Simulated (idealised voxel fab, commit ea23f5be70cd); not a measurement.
The following is a process module called voxel quadruple lines.
Cross-section cut: width 155 nm, square cells of 5 nm.
Format of a cross-section: grid, square cells. Given as bands. Order: top down. Band: one or more rows of cells.
Basically the band line says how high the top is and how high the bottom is, in nm, and then what's in it from left to right, every material with its width in nm. Empty space shows up as "blank", and if a single material carries "throughout" it runs the full band edge to edge.
The level at which height equals 0 is the one under which the wafer, as it arrives, is entirely one material. No lower edge exists for the bottom band, which continues downward and is notated as in "z 0 and below".
A width such as "30->40" changes by the same amount from each row of cells to the next, from the band's top row to its bottom row.
"remained unchanged" (step): cross-section cells unchanged, all of them.
Listed in "Completely enclosed voids": every empty space of 8 or more cells without an open way to the top. Form: width x height at distance, the distance being from the left edge, all in nm.
It should be noted that, on the line of a given step, the content following the step's settings is a remark produced by the simulator itself with respect to that step.
The setting "overlay nm" may be written on the line of a step. When the step uses a mask, the value reports how far to the right of the planned place the mask lay, and a negative value reports that it lay to the left.
**This section lists the process steps that were planned**
step 1: RECEIVE with material Si
step 2: CONFORMAL_DEP with material SiO2, thk nm 5
step 3: DIRECTIONAL_DEP with material W, thk nm 10
step 4: DIRECTIONAL_DEP with material polySi, thk nm 15
step 5: DIRECTIONAL_DEP with material aC, thk nm 20
step 6: PATTERN with tone cover, mask id MANDREL, material resist, width nm 35, thk nm 30, overlay nm 0
step 7: DIRECTIONAL_ETCH with etch materials aC, depth nm 20
step 8: STRIP with etch materials resist
step 9: CONFORMAL_DEP with material SiO2, thk nm 15
step 10: DIRECTIONAL_ETCH with etch materials SiO2, depth nm 15
step 11: STRIP with etch materials aC
step 12: DIRECTIONAL_ETCH with etch materials polySi, depth nm 15
step 13: STRIP with etch materials SiO2
step 14: CONFORMAL_DEP with material SiCN, thk nm 10
step 15: DIRECTIONAL_ETCH with etch materials SiCN, depth nm 10
step 16: STRIP with etch materials polySi
step 17: DIRECTIONAL_ETCH with etch materials W, depth nm 10
step 18: STRIP with etch materials SiCN
**As-received state of the wafer in cross-section, equivalent to post-step 1**
  z 0 and below = Si throughout
  Completely enclosed voids: none
**Post-module cross-section of the first of two wafers (run per plan)**
  z 15 to 5 = 35 nm blank; 10 nm W; 15 nm blank; 10 nm W; 15 nm blank; 10 nm W; 15 nm blank; 10 nm W; 35 nm blank
  z 5 to 0 = SiO2 throughout
  z 0 and below = Si throughout
  Completely enclosed voids: none
**Cross-section at end of module for the second wafer of two, which matched the first in starting point and plan and differed by one mistake in its processing**
  z 30 to 15 = 45 nm blank; 15 nm polySi; 35 nm blank; 15 nm polySi; 45 nm blank
  z 15 to 5 = 45 nm blank; 15 nm W; 35 nm blank; 15 nm W; 45 nm blank
  z 5 to 0 = SiO2 throughout
  z 0 and below = Si throughout
  Completely enclosed voids: none
Plan not followed: step 16 ran with different settings than intended, the actual operation and settings being STRIP with etch materials SiCN
The second wafer ends with more or fewer cells of some materials than the first, per final count: W -4, polySi +18
